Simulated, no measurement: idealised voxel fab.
process module | voxel transistor to metal
cross-section cut | 210 nm wide | cells 5 nm
In what follows, cross-sections appear as grids of square cells, described through bands that run from the top down, where every band is one or more rows of cells. Band entry format. Leading values: height of top, height of bottom, nm. Remainder: materials in left-to-right order, each with its width in nm. Special words: "throughout" on a single material, which then fills the band edge to edge; "air", empty space. Height datum 0, below which the as-received substrate wafer is one material. Lowest band open at the bottom, running downward: "0 -> down". Think of "30->40" as a width that walks from the first number to the second as you go down the band, top row to bottom row, taking equal-sized steps from row to row. "remains unaltered" -> step changed no cross-section cell. In the "Enclosed internal voids" entry, you get each enclosed empty space of 8 cells or more, one with no open way to the top, written width x height at distance, distance from the left edge, in nm. The remark found on a step's line after its settings is issued by the simulator itself and pertains to that step. You can add "overlay nm" to a step's line. For a step with a mask, it describes how far the mask lay to the right of its planned position, and a negative number describes a lay to the left.

[Below is the list of planned process steps]
1,RECEIVE with material Si
2,CONFORMAL_DEP with material SiO2, thk nm 5
3,CONFORMAL_DEP with material SiN, thk nm 10
4,MASKED_ETCH with tone cover, mask id ACTIVE, width nm 115, etch materials SiN, depth nm 10, overlay nm 0
5,MASKED_ETCH with tone cover, mask id ACTIVE, width nm 115, etch materials SiO2, depth nm 5, overlay nm 0
6,MASKED_ETCH with tone cover, mask id ACTIVE, width nm 115, etch materials Si, depth nm 35, overlay nm 0
7,OXIDIZE with depth nm 5
8,FILL_DEP with material SiO2, thk nm 15
9,CMP with height nm 15
10,SELECTIVE_ETCH with etch materials SiO2, depth nm 5
11,STRIP with etch materials SiN
12,SELECTIVE_ETCH with etch materials SiO2, depth nm 5
13,OXIDIZE with depth nm 5
14,DIRECTIONAL_DEP with material polySi, thk nm 30
15,DIRECTIONAL_DEP with material SiCN, thk nm 10
16,PATTERN with tone cover, mask id GATE, material resist, width nm 25, thk nm 15, overlay nm -15
17,DIRECTIONAL_ETCH with etch materials SiCN, depth nm 20
18,DIRECTIONAL_ETCH with etch materials polySi, depth nm 40
19,STRIP with etch materials resist
20,CONFORMAL_DEP with material SiN, thk nm 10
21,DIRECTIONAL_ETCH with etch materials SiN, depth nm 10
22,DIRECTIONAL_ETCH with etch materials SiO2, depth nm 5
23,EPI with material nSi, thk nm 5
24,FILL_DEP with material SiO2, thk nm 5
25,CMP with height nm 40
26,DIRECTIONAL_DEP with material SiO2, thk nm 10
27,DIRECTIONAL_DEP with material aC, thk nm 10
28,PATTERN with tone open, mask id CONTACT, material resist, width nm 20, pitch nm 75, thk nm 30, overlay nm 0
29,DIRECTIONAL_ETCH with etch materials aC, depth nm 10
30,STRIP with etch materials resist
31,DIRECTIONAL_ETCH with etch materials SiO2, depth nm 50
32,STRIP with etch materials aC
33,CONFORMAL_DEP with material TiN, thk nm 5
34,FILL_DEP with material Ru, thk nm 5
35,CMP with height nm 50
36,CONFORMAL_DEP with material SiCN, thk nm 5
37,DIRECTIONAL_DEP with material lowk, thk nm 15
38,PATTERN with tone open, mask id METAL_1, material resist, width nm 20, pitch nm 75, thk nm 20, overlay nm 0
39,DIRECTIONAL_ETCH with etch materials lowk, depth nm 15
40,DIRECTIONAL_ETCH with etch materials SiCN, depth nm 5
41,STRIP with etch materials resist
42,CONFORMAL_DEP with material TiN, thk nm 5
43,FILL_DEP with material W, thk nm 5
44,CMP with height nm 70
45,CONFORMAL_DEP with material SiN, thk nm 5
Every wafer here starts from the same state; it is the step 16 overlay nm that distinguishes them, and the value the plan gives belongs to the first wafer.

[After step 1, as received: first of several wafers, cross-section]
* 0 -> down: Si throughout
* Enclosed internal voids: none

[Every row in this table is a wafer at the end of the module, and it gives, for each of the materials, the cells that wafer has gained (+) or lost (-) since it was received, then its closed voids]
overlay nm -15 | +20 Ru | -189 Si | +44 SiCN | +78 SiN | +457 SiO2 | +64 TiN | +12 W | +102 lowk | +12 nSi | +30 polySi | Enclosed internal voids: none
overlay nm -10 | +28 Ru | -189 Si | +44 SiCN | +78 SiN | +449 SiO2 | +64 TiN | +12 W | +102 lowk | +12 nSi | +30 polySi | Enclosed internal voids: none
overlay nm -5 | +36 Ru | -189 Si | +44 SiCN | +78 SiN | +441 SiO2 | +64 TiN | +12 W | +102 lowk | +12 nSi | +30 polySi | Enclosed internal voids: none
overlay nm 0 | +36 Ru | -189 Si | +44 SiCN | +78 SiN | +441 SiO2 | +64 TiN | +12 W | +102 lowk | +12 nSi | +30 polySi | Enclosed internal voids: none
overlay nm 5 | +36 Ru | -189 Si | +44 SiCN | +78 SiN | +441 SiO2 | +64 TiN | +12 W | +102 lowk | +12 nSi | +30 polySi | Enclosed internal voids: none
overlay nm 10 | +28 Ru | -189 Si | +44 SiCN | +78 SiN | +449 SiO2 | +64 TiN | +12 W | +102 lowk | +12 nSi | +30 polySi | Enclosed internal voids: none
overlay nm 15 | +20 Ru | -189 Si | +44 SiCN | +78 SiN | +457 SiO2 | +64 TiN | +12 W | +102 lowk | +12 nSi | +30 polySi | Enclosed internal voids: none
